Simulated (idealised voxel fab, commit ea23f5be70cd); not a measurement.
The process module presented herein is designated voxel gate over fins.
Cross-section cut spans 275 nm and uses square cells 5 nm in size.
A cross-section in this document is a grid of square cells, and it is written down as bands, the top band listed before the ones below it; a band is made up of one or more rows of cells.
Each band's line starts with the height of the band's top and of its bottom, in nm. Then come its materials from left to right, each with its width in nm. One material with "edge to edge" fills the band from edge to edge. "blank" is empty space.
Heights are reckoned from 0. Under this level, the received wafer is all of one material. The bottommost band is open-ended downward, for example "0 nm and below".
Per-row width for "30 to 40": begins at first number (top row of band), ends at second number (bottom row), increment between rows held constant.
Given "no alteration" for a step, no cell of the cross-section differs between before and after that step.
Under "Voids, sealed" you'll find the enclosed gaps, the ones with no way out to the top, that are 8 cells or bigger; each reads width x height at distance, with distance counted from the left edge, everything in nm.
Heads up: the bit after the settings on a step's line is the simulator's remark on that step.
What "overlay nm" on a step's line means: if the step has a mask, that mask lay this far to the right of its planned place, or, when the value is negative, to the left.

This section lists the process steps that were planned
1 RECEIVE, material Si
2 CONFORMAL_DEP, material SiN, thk nm 5
3 PATTERN, tone cover, mask id FINS, material resist, width nm 15, pitch nm 55, thk nm 15, overlay nm 0
4 DIRECTIONAL_ETCH, etch materials SiN, depth nm 5
5 DIRECTIONAL_ETCH, etch materials Si, depth nm 30
6 STRIP, etch materials resist
7 FILL_DEP, material SiO2, thk nm 10
8 CMP, height nm 5
9 MASKED_ETCH, tone open, mask id RAIL, width nm 15, etch materials SiO2, depth nm 30, overlay nm 0
10 CONFORMAL_DEP, material TiN, thk nm 5
11 FILL_DEP, material W, thk nm 5
12 CMP, height nm 5
13 SELECTIVE_ETCH, etch materials W Ru TiN, depth nm 20
14 FILL_DEP, material SiO2, thk nm 5
15 CMP, height nm 5
16 SELECTIVE_ETCH, etch materials SiO2, depth nm 15
17 STRIP, etch materials SiN
18 CONFORMAL_DEP, material HfO2, thk nm 5
19 CONFORMAL_DEP, material TiN, thk nm 5
20 CONFORMAL_DEP, material TiAl, thk nm 5
21 CONFORMAL_DEP, material TiN, thk nm 5
22 FILL_DEP, material W, thk nm 15
23 CMP, height nm 30
24 CONFORMAL_DEP, material SiN, thk nm 10

Wafer as received: cross-section following step 1
0 nm and below  Si edge to edge
Voids, sealed: none

First of two wafers: cross-section at end of module, run per plan
40 nm to 30 nm  SiN edge to edge
30 nm to 20 nm  W edge to edge
20 nm to 15 nm  W 80 nm  TiN 110 nm  W 85 nm
15 nm to 10 nm  W 80 nm  TiN 5 nm  TiAl 45 nm  TiN 10 nm  TiAl 45 nm  TiN 5 nm  W 85 nm
10 nm to 5 nm  TiN 85 nm  TiAl 5 nm  TiN 35 nm  TiAl 5 nm  TiN 10 nm  TiAl 5 nm  TiN 35 nm  TiAl 5 nm  TiN 90 nm
5 nm to 0 nm  TiAl 90 nm  TiN 5 nm  HfO2 25 nm  TiN 5 nm  TiAl 20 nm  TiN 5 nm  HfO2 25 nm  TiN 5 nm  TiAl 95 nm
0 nm to -5 nm  TiN 95 nm  HfO2 5 nm  Si 15 nm  HfO2 5 nm  TiN 30 nm  HfO2 5 nm  Si 15 nm  HfO2 5 nm  TiN 100 nm
-5 nm to -10 nm  HfO2 100 nm  Si 15 nm  HfO2 40 nm  Si 15 nm  HfO2 105 nm
-10 nm to -15 nm  SiO2 100 nm  Si 15 nm  SiO2 40 nm  Si 15 nm  SiO2 105 nm
-15 nm to -20 nm  SiO2 100 nm  Si 15 nm  SiO2 10 nm  TiN 5 nm  W 5 nm  TiN 5 nm  SiO2 15 nm  Si 15 nm  SiO2 105 nm
-20 nm to -25 nm  SiO2 100 nm  Si 15 nm  SiO2 10 nm  TiN 15 nm  SiO2 15 nm  Si 15 nm  SiO2 105 nm
-25 nm to -30 nm  SiO2 100 nm  Si 15 nm  SiO2 40 nm  Si 15 nm  SiO2 105 nm
-30 nm and below  Si edge to edge
Voids, sealed: none

Cross-sectional view: second of two wafers, end of module; start and plan identical to the first, one mistake in running
40 nm to 30 nm  SiN edge to edge
30 nm to 20 nm  W edge to edge
20 nm to 15 nm  TiN edge to edge
15 nm to 10 nm  TiAl edge to edge
10 nm to 5 nm  TiN edge to edge
5 nm to 0 nm  HfO2 105 nm  TiN 5 nm  HfO2 50 nm  TiN 5 nm  HfO2 110 nm
0 nm to -5 nm  Si 100 nm  HfO2 5 nm  TiN 5 nm  HfO2 5 nm  Si 40 nm  HfO2 5 nm  TiN 5 nm  HfO2 5 nm  Si 105 nm
-5 nm to -10 nm  Si 100 nm  HfO2 15 nm  Si 40 nm  HfO2 15 nm  Si 105 nm
-10 nm to -30 nm  Si 100 nm  SiO2 15 nm  Si 40 nm  SiO2 15 nm  Si 105 nm
-30 nm and below  Si edge to edge
Voids, sealed: none
Deviation noted in wafer processing: the process deviated at step 3: the operation and settings actually run there were PATTERN, tone open, mask id FINS, material resist, width nm 15, pitch nm 55, thk nm 15, overlay nm 0
Final difference in cells, second wafer against first, listed per material as more or fewer: Si: 258 more, SiO2: 166 fewer, TiAl: 8 fewer, TiN: 17 fewer, W: 67 fewer
